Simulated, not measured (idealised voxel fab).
The process module presented herein is designated voxel self aligned contacts.
Pictured: cross-section cut, 155 nm wide, on a grid of 5 nm square cells.
In what follows, cross-sections appear as grids of square cells, described through bands that run from the top down, where every band is one or more rows of cells. Basically the band line says how high the top is and how high the bottom is, in nm, and then what's in it from left to right, every material with its width in nm. Empty space shows up as "blank", and if a single material carries "edge to edge" it runs the full band edge to edge. Height reference: 0 = level under which incoming wafer is all one material. Lowest band: no bottom, runs on downward, e.g. "from 0 down". Width: "30->40" (first number = top row, second number = bottom row, same change from row to row of cells). It should be understood that the words "left unchanged", when stated for a given step, signify that the cross-section underwent no change in any of its cells during that step. The entry "closed voids" lists the empty spaces that cover at least 8 cells and have no open path to the top. Each is written as width x height at distance, where the distance is measured from the left edge and all three values are in nm. It should be noted that, on the line of a given step, the content following the step's settings is a remark produced by the simulator itself with respect to that step. overlay nm: mask right of planned place by this much (step with mask). Neg. = left.
Plan:
1) RECEIVE (material Si)
2) CONFORMAL_DEP (material SiO2; thk nm 5)
3) DIRECTIONAL_DEP (material polySi; thk nm 20)
4) DIRECTIONAL_DEP (material SiN; thk nm 15)
5) PATTERN (tone cover; mask id GATE; material resist; width nm 30; pitch nm 55; thk nm 20; overlay nm 0)
6) DIRECTIONAL_ETCH (etch materials SiN; depth nm 15)
7) DIRECTIONAL_ETCH (etch materials polySi; depth nm 20)
8) STRIP (etch materials resist)
9) CONFORMAL_DEP (material SiN; thk nm 5)
10) DIRECTIONAL_ETCH (etch materials SiN; depth nm 5)
11) FILL_DEP (material SiO2; thk nm 10)
12) CMP (height nm 45)
13) DIRECTIONAL_DEP (material aC; thk nm 10)
14) PATTERN (tone open; mask id CONTACT; material resist; width nm 35; thk nm 30; overlay nm 0)
15) DIRECTIONAL_ETCH (etch materials aC; depth nm 10)
16) STRIP (etch materials resist)
17) DIRECTIONAL_ETCH (etch materials SiO2; depth nm 45)
18) STRIP (etch materials aC)
19) CONFORMAL_DEP (material TiN; thk nm 5)
20) FILL_DEP (material W; thk nm 10)
21) CMP (height nm 45)
22) CONFORMAL_DEP (material SiCN; thk nm 5)
What follows covers the first of two wafers; it ran as planned:
As-received wafer cross-section (after step 1):
* from 0 down  Si edge to edge
* closed voids: none
Step 2 complete: cross-section through the wafer:
* from 5 to 0  SiO2 edge to edge
* Rest of section, below 0: as before.
Step 3 complete: cross-section through the wafer:
* from 25 to 5  polySi edge to edge
* Rest of section, below 5: as before.
Step 4 complete: cross-section through the wafer:
* from 40 to 25  SiN edge to edge
* Rest of section, below 25: as before.
Step 5 complete: cross-section through the wafer:
* from 60 to 40  35 nm blank | 30 nm resist | 25 nm blank | 30 nm resist | 35 nm blank
* Rest of section, below 40: as before.
Step 6 complete: cross-section through the wafer:
* from 60 to 40  35 nm blank | 30 nm resist | 25 nm blank | 30 nm resist | 35 nm blank
* from 40 to 25  35 nm blank | 30 nm SiN | 25 nm blank | 30 nm SiN | 35 nm blank
* Rest of section, below 25: as before.
Step 7 complete: cross-section through the wafer:
* from 60 to 40  35 nm blank | 30 nm resist | 25 nm blank | 30 nm resist | 35 nm blank
* from 40 to 25  35 nm blank | 30 nm SiN | 25 nm blank | 30 nm SiN | 35 nm blank
* from 25 to 5  35 nm blank | 30 nm polySi | 25 nm blank | 30 nm polySi | 35 nm blank
* Rest of section, below 5: as before.
Step 8 complete: cross-section through the wafer:
* from 40 to 25  35 nm blank | 30 nm SiN | 25 nm blank | 30 nm SiN | 35 nm blank
* Rest of section, below 25: as before.
Step 9 complete: cross-section through the wafer:
* from 45 to 25  30 nm blank | 40 nm SiN | 15 nm blank | 40 nm SiN | 30 nm blank
* from 25 to 10  30 nm blank | 5 nm SiN | 30 nm polySi | 5 nm SiN | 15 nm blank | 5 nm SiN | 30 nm polySi | 5 nm SiN | 30 nm blank
* from 10 to 5  35 nm SiN | 30 nm polySi | 25 nm SiN | 30 nm polySi | 35 nm SiN
* Rest of section, below 5: as before.
Step 10 complete: cross-section through the wafer:
* from 40 to 25  30 nm blank | 40 nm SiN | 15 nm blank | 40 nm SiN | 30 nm blank
* from 25 to 5  30 nm blank | 5 nm SiN | 30 nm polySi | 5 nm SiN | 15 nm blank | 5 nm SiN | 30 nm polySi | 5 nm SiN | 30 nm blank
* Rest of section, below 5: as before.
Step 11 complete: cross-section through the wafer:
* from 50 to 40  SiO2 edge to edge
* from 40 to 25  30 nm SiO2 | 40 nm SiN | 15 nm SiO2 | 40 nm SiN | 30 nm SiO2
* from 25 to 5  30 nm SiO2 | 5 nm SiN | 30 nm polySi | 5 nm SiN | 15 nm SiO2 | 5 nm SiN | 30 nm polySi | 5 nm SiN | 30 nm SiO2
* Rest of section, below 5: as before.
Step 12 complete: cross-section through the wafer:
* from 45 to 40  SiO2 edge to edge
* Rest of section, below 40: as before.
Step 13 complete: cross-section through the wafer:
* from 55 to 45  aC edge to edge
* Rest of section, below 45: as before.
Step 14 complete: cross-section through the wafer:
* from 85 to 55  60 nm resist | 35 nm blank | 60 nm resist
* Rest of section, below 55: as before.
Step 15 complete: cross-section through the wafer:
* from 75 to 55  60 nm resist | 35 nm blank | 60 nm resist
* from 55 to 45  60 nm aC | 35 nm blank | 60 nm aC
* Rest of section, below 45: as before.
Step 16 complete: cross-section through the wafer:
* from 55 to 45  60 nm aC | 35 nm blank | 60 nm aC
* Rest of section, below 45: as before.
Step 17 complete: cross-section through the wafer:
* from 55 to 45  60 nm aC | 35 nm blank | 60 nm aC
* from 45 to 40  60 nm SiO2 | 35 nm blank | 60 nm SiO2
* from 40 to 25  30 nm SiO2 | 40 nm SiN | 15 nm blank | 40 nm SiN | 30 nm SiO2
* from 25 to 5  30 nm SiO2 | 5 nm SiN | 30 nm polySi | 5 nm SiN | 15 nm blank | 5 nm SiN | 30 nm polySi | 5 nm SiN | 30 nm SiO2
* from 5 to 0  70 nm SiO2 | 15 nm blank | 70 nm SiO2
* Rest of section, below 0: as before.
Step 18 complete: cross-section through the wafer:
* from 45 to 40  60 nm SiO2 | 35 nm blank | 60 nm SiO2
* Rest of section, below 40: as before.
Step 19 complete: cross-section through the wafer:
* from 50 to 45  65 nm TiN | 25 nm blank | 65 nm TiN
* from 45 to 40  60 nm SiO2 | 15 nm TiN | 5 nm blank | 15 nm TiN | 60 nm SiO2
* from 40 to 25  30 nm SiO2 | 40 nm SiN | 5 nm TiN | 5 nm blank | 5 nm TiN | 40 nm SiN | 30 nm SiO2
* from 25 to 5  30 nm SiO2 | 5 nm SiN | 30 nm polySi | 5 nm SiN | 5 nm TiN | 5 nm blank | 5 nm TiN | 5 nm SiN | 30 nm polySi | 5 nm SiN | 30 nm SiO2
* from 5 to 0  70 nm SiO2 | 15 nm TiN | 70 nm SiO2
* Rest of section, below 0: as before.
Step 20 complete: cross-section through the wafer:
* from 60 to 50  W edge to edge
* from 50 to 45  65 nm TiN | 25 nm W | 65 nm TiN
* from 45 to 40  60 nm SiO2 | 15 nm TiN | 5 nm W | 15 nm TiN | 60 nm SiO2
* from 40 to 25  30 nm SiO2 | 40 nm SiN | 5 nm TiN | 5 nm W | 5 nm TiN | 40 nm SiN | 30 nm SiO2
* from 25 to 5  30 nm SiO2 | 5 nm SiN | 30 nm polySi | 5 nm SiN | 5 nm TiN | 5 nm W | 5 nm TiN | 5 nm SiN | 30 nm polySi | 5 nm SiN | 30 nm SiO2
* Rest of section, below 5: as before.
Step 21 complete: cross-section through the wafer:
* from 45 to 40  60 nm SiO2 | 15 nm TiN | 5 nm W | 15 nm TiN | 60 nm SiO2
* Rest of section, below 40: as before.
Step 22 complete: cross-section through the wafer:
* from 50 to 45  SiCN edge to edge
* Rest of section, below 45: as before.
Now the other wafer: same start, same recipe, but we messed up one thing when running it. Up to and including step 2 it's the same as the first one:
The second wafer cut through, at the time step 3 was supposed to be finished:
* from 45 to 5  polySi edge to edge
* Rest of section, below 5: as before.
The second wafer cut through, at the time step 4 was supposed to be finished:
* from 60 to 45  SiN edge to edge
* Rest of section, below 45: as before.
The second wafer cut through, at the time step 5 was supposed to be finished:
* from 80 to 60  35 nm blank | 30 nm resist | 25 nm blank | 30 nm resist | 35 nm blank
* Rest of section, below 60: as before.
The second wafer cut through, at the time step 6 was supposed to be finished:
* from 80 to 60  35 nm blank | 30 nm resist | 25 nm blank | 30 nm resist | 35 nm blank
* from 60 to 45  35 nm blank | 30 nm SiN | 25 nm blank | 30 nm SiN | 35 nm blank
* Rest of section, below 45: as before.
The second wafer cut through, at the time step 7 was supposed to be finished:
* from 80 to 60  35 nm blank | 30 nm resist | 25 nm blank | 30 nm resist | 35 nm blank
* from 60 to 45  35 nm blank | 30 nm SiN | 25 nm blank | 30 nm SiN | 35 nm blank
* from 45 to 25  35 nm blank | 30 nm polySi | 25 nm blank | 30 nm polySi | 35 nm blank
* Rest of section, below 25: as before.
The second wafer cut through, at the time step 8 was supposed to be finished:
* from 60 to 45  35 nm blank | 30 nm SiN | 25 nm blank | 30 nm SiN | 35 nm blank
* Rest of section, below 45: as before.
The second wafer cut through, at the time step 9 was supposed to be finished:
* from 65 to 45  30 nm blank | 40 nm SiN | 15 nm blank | 40 nm SiN | 30 nm blank
* from 45 to 30  30 nm blank | 5 nm SiN | 30 nm polySi | 5 nm SiN | 15 nm blank | 5 nm SiN | 30 nm polySi | 5 nm SiN | 30 nm blank
* from 30 to 25  35 nm SiN | 30 nm polySi | 25 nm SiN | 30 nm polySi | 35 nm SiN
* Rest of section, below 25: as before.
The second wafer cut through, at the time step 10 was supposed to be finished:
* from 60 to 45  30 nm blank | 40 nm SiN | 15 nm blank | 40 nm SiN | 30 nm blank
* from 45 to 25  30 nm blank | 5 nm SiN | 30 nm polySi | 5 nm SiN | 15 nm blank | 5 nm SiN | 30 nm polySi | 5 nm SiN | 30 nm blank
* Rest of section, below 25: as before.
The second wafer cut through, at the time step 11 was supposed to be finished:
* from 70 to 60  SiO2 edge to edge
* from 60 to 45  30 nm SiO2 | 40 nm SiN | 15 nm SiO2 | 40 nm SiN | 30 nm SiO2
* from 45 to 25  30 nm SiO2 | 5 nm SiN | 30 nm polySi | 5 nm SiN | 15 nm SiO2 | 5 nm SiN | 30 nm polySi | 5 nm SiN | 30 nm SiO2
* Rest of section, below 25: as before.
The second wafer cut through, at the time step 12 was supposed to be finished:
* from 45 to 25  30 nm SiO2 | 5 nm SiN | 30 nm polySi | 5 nm SiN | 15 nm SiO2 | 5 nm SiN | 30 nm polySi | 5 nm SiN | 30 nm SiO2
* Rest of section, below 25: as before.
The second wafer cut through, at the time step 13 was supposed to be finished:
* from 55 to 45  aC edge to edge
* Rest of section, below 45: as before.
The second wafer cut through, at the time step 14 was supposed to be finished:
* from 85 to 55  60 nm resist | 35 nm blank | 60 nm resist
* Rest of section, below 55: as before.
The second wafer cut through, at the time step 15 was supposed to be finished:
* from 75 to 55  60 nm resist | 35 nm blank | 60 nm resist
* from 55 to 45  60 nm aC | 35 nm blank | 60 nm aC
* Rest of section, below 45: as before.
The second wafer cut through, at the time step 16 was supposed to be finished:
* from 55 to 45  60 nm aC | 35 nm blank | 60 nm aC
* Rest of section, below 45: as before.
The second wafer cut through, at the time step 17 was supposed to be finished:
* from 55 to 45  60 nm aC | 35 nm blank | 60 nm aC
* from 45 to 25  30 nm SiO2 | 5 nm SiN | 30 nm polySi | 5 nm SiN | 15 nm blank | 5 nm SiN | 30 nm polySi | 5 nm SiN | 30 nm SiO2
* Rest of section, below 25: as before.
The second wafer cut through, at the time step 18 was supposed to be finished:
* from 45 to 25  30 nm SiO2 | 5 nm SiN | 30 nm polySi | 5 nm SiN | 15 nm blank | 5 nm SiN | 30 nm polySi | 5 nm SiN | 30 nm SiO2
* Rest of section, below 25: as before.
The second wafer cut through, at the time step 19 was supposed to be finished:
* from 50 to 45  75 nm TiN | 5 nm blank | 75 nm TiN
* from 45 to 30  30 nm SiO2 | 5 nm SiN | 30 nm polySi | 5 nm SiN | 5 nm TiN | 5 nm blank | 5 nm TiN | 5 nm SiN | 30 nm polySi | 5 nm SiN | 30 nm SiO2
* from 30 to 25  30 nm SiO2 | 5 nm SiN | 30 nm polySi | 5 nm SiN | 15 nm TiN | 5 nm SiN | 30 nm polySi | 5 nm SiN | 30 nm SiO2
* Rest of section, below 25: as before.
The second wafer cut through, at the time step 20 was supposed to be finished:
* from 60 to 50  W edge to edge
* from 50 to 45  75 nm TiN | 5 nm W | 75 nm TiN
* from 45 to 30  30 nm SiO2 | 5 nm SiN | 30 nm polySi | 5 nm SiN | 5 nm TiN | 5 nm W | 5 nm TiN | 5 nm SiN | 30 nm polySi | 5 nm SiN | 30 nm SiO2
* Rest of section, below 30: as before.
The second wafer cut through, at the time step 21 was supposed to be finished:
* from 45 to 30  30 nm SiO2 | 5 nm SiN | 30 nm polySi | 5 nm SiN | 5 nm TiN | 5 nm W | 5 nm TiN | 5 nm SiN | 30 nm polySi | 5 nm SiN | 30 nm SiO2
* Rest of section, below 30: as before.
The second wafer cut through, at the time step 22 was supposed to be finished:
* from 50 to 45  SiCN edge to edge
* Rest of section, below 45: as before.
Which mistake was made when the wafer was run? step 3, plan: ran twice
End check, counted in cells, second wafer has more or fewer of these materials than the first: -48 SiN; -57 SiO2; -14 TiN; -5 W; +124 polySi
